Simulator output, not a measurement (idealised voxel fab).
The process module that follows is named voxel plated lines.
Xsec cut, 265 nm wide, square cell size 5 nm.
Cross-section, as written here: a square-cell grid given band by band from the top down, where a band holds one or more rows of cells. What a band's entry tells you: where the top is and where the bottom is, as heights in nm, and after that what lies inside, material by material from left to right, each with its width in nm. Empty space is written as the word "air", and a single material marked with the word "all across" occupies the band from edge to edge. Heights are measured from 0, the level below which the as-received wafer is all one material; the lowest band has no bottom and continues downward, written as in "top 0, no bottom". Quick explanation for "30->40": the width changes in equal steps down the rows of cells, from the first number in the band's top row to the second number in its bottom row. Reading "no change" for a step: not a cell of the cross-section changed in it. The entry "Fully closed voids" lists the empty spaces that cover at least 8 cells and have no open path to the top. Each is written as width x height at distance, where the distance is measured from the left edge and all three values are in nm. after a step's settings: what the simulator itself notes on the step. The optional step-line setting "overlay nm" applies to steps with a mask and quantifies how far to the right of its planned location the mask lay, a negative value indicating leftward placement.
This section lists the process steps that were planned
| 1 | RECEIVE | material Si |
| 2 | CONFORMAL_DEP | material Al2O3 | thk nm 10 |
| 3 | DIRECTIONAL_DEP | material TiN | thk nm 5 |
| 4 | PATTERN | tone open | mask id LINES | material resist | width nm 15 | pitch nm 35 | thk nm 20 | overlay nm 0 |
| 5 | EPI | material Ru | thk nm 5 |
| 6 | STRIP | etch materials resist |
| 7 | DIRECTIONAL_ETCH | etch materials TiN | depth nm 5 |
| 8 | CONFORMAL_DEP | material SiN | thk nm 10 |
First wafer of two (run as planned)
This is the cross-section of the wafer as we received it, i.e. after step 1
top 0, no bottom: Si all across
Fully closed voids: none
State of the wafer after step 2, shown in cross-section
top 10, bottom 0: Al2O3 all across
For the remainder of the cross-section, below 0, there is no change.
State of the wafer after step 3, shown in cross-section
top 15, bottom 10: TiN all across
For the remainder of the cross-section, below 10, there is no change.
State of the wafer after step 4, shown in cross-section
top 35, bottom 15: resist: 90 / air: 15 / resist: 20 / air: 15 / resist: 20 / air: 15 / resist: 90
For the remainder of the cross-section, below 15, there is no change.
State of the wafer after step 5, shown in cross-section
top 35, bottom 20: resist: 90 / air: 15 / resist: 20 / air: 15 / resist: 20 / air: 15 / resist: 90
top 20, bottom 15: resist: 90 / Ru: 15 / resist: 20 / Ru: 15 / resist: 20 / Ru: 15 / resist: 90
For the remainder of the cross-section, below 15, there is no change.
State of the wafer after step 6, shown in cross-section
top 20, bottom 15: air: 90 / Ru: 15 / air: 20 / Ru: 15 / air: 20 / Ru: 15 / air: 90
For the remainder of the cross-section, below 15, there is no change.
State of the wafer after step 7, shown in cross-section
top 20, bottom 15: air: 90 / Ru: 15 / air: 20 / Ru: 15 / air: 20 / Ru: 15 / air: 90
top 15, bottom 10: air: 90 / TiN: 15 / air: 20 / TiN: 15 / air: 20 / TiN: 15 / air: 90
For the remainder of the cross-section, below 10, there is no change.
State of the wafer after step 8, shown in cross-section
top 30, bottom 20: air: 80 / SiN: 105 / air: 80
top 20, bottom 15: SiN: 90 / Ru: 15 / SiN: 20 / Ru: 15 / SiN: 20 / Ru: 15 / SiN: 90
top 15, bottom 10: SiN: 90 / TiN: 15 / SiN: 20 / TiN: 15 / SiN: 20 / TiN: 15 / SiN: 90
For the remainder of the cross-section, below 10, there is no change.
second wafer: like start, like plan, one mistake. Through step 1 it matches the first wafer
X-section, second wafer, when step 2 was due to finish
top 5, bottom 0: TiN all across
For the remainder of the cross-section, below 0, there is no change.
X-section, second wafer, when step 3 was due to finish
top 15, bottom 5: Al2O3 all across
For the remainder of the cross-section, below 5, there is no change.
X-section, second wafer, when step 4 was due to finish
top 35, bottom 15: resist: 90 / air: 15 / resist: 20 / air: 15 / resist: 20 / air: 15 / resist: 90
For the remainder of the cross-section, below 15, there is no change.
X-section, second wafer, when step 5 was due to finish: no change
X-section, second wafer, when step 6 was due to finish
top 15, bottom 5: Al2O3 all across
For the remainder of the cross-section, below 5, there is no change.
X-section, second wafer, when step 7 was due to finish: no change
X-section, second wafer, when step 8 was due to finish
top 25, bottom 15: SiN all across
For the remainder of the cross-section, below 15, there is no change.
Misprocessing identified: the executed order of steps 2 and 3 is the reverse of that specified in the plan, each step having taken the other's position
Counted in cells at the end, the second wafer holds more or fewer of these materials than the first: 9 fewer of Ru | 24 fewer of SiN | 44 more of TiN
